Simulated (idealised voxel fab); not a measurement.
The name of this process module is voxel fin reveal.
The width of the displayed cross-section, cut, is 230 nm; its cells are square, with a size of 5 nm.
In this document a cross-section is written as a grid of square cells. It is given as a series of bands, listed from the top down, and a band is one or more rows of cells. Per band: top height and bottom height in nm, followed by the left-to-right materials and their widths in nm; "all across" marks a single material spanning edge to edge, "blank" marks empty space. Below 0: as-received wafer, all one material; heights counted from there. Lowest band: no bottom, goes on down, written "from 0 down". Read "30..40" as a graded width: first number on top, second number at the bottom, same change between each pair of neighbouring rows. What does "same as before" mean for a step? It means no cell of the cross-section changed in that step. Empty spaces counting at least 8 cells and having no open way to the top are listed in "Closed void roster". The notation width x height at distance is used for each, the distance being from the left edge and all three values in nm. after a step's settings: what the simulator itself notes on the step. "overlay nm", when on a step's line for a step with a mask, measures how far to the right of its planned place the mask lay; a negative measure means to the left.
**Steps planned for the process**
1: op RECEIVE | material Si
2: op CONFORMAL_DEP | material SiN | thk nm 5
3: op MASKED_ETCH | tone cover | mask id FINS | width nm 15 | pitch nm 35 | etch materials SiN | depth nm 5 | overlay nm 0
4: op MASKED_ETCH | tone cover | mask id FINS | width nm 15 | pitch nm 35 | etch materials Si | depth nm 30 | overlay nm 0
5: op OXIDIZE | depth nm 5
6: op FILL_DEP | material SiO2 | thk nm 5
7: op CMP | height nm 5
8: op SELECTIVE_ETCH | etch materials SiO2 | depth nm 25
9: op STRIP | etch materials SiN
**Cross-section of the wafer upon arrival, representing the state reached after step 1**
from 0 down = Si all across
Closed void roster: none
**Module complete, cross-section. Starting point and plan per above. One mistake made in running the module**
from 0 to -20 = 95 nm blank, 5 nm Si, 30 nm blank, 5 nm Si, 95 nm blank
from -20 to -65 = 95 nm SiO2, 5 nm Si, 30 nm SiO2, 5 nm Si, 95 nm SiO2
from -65 down = Si all across
Closed void roster: none
Nonconformance to the process plan: heads up, step 4 of the plan got done twice
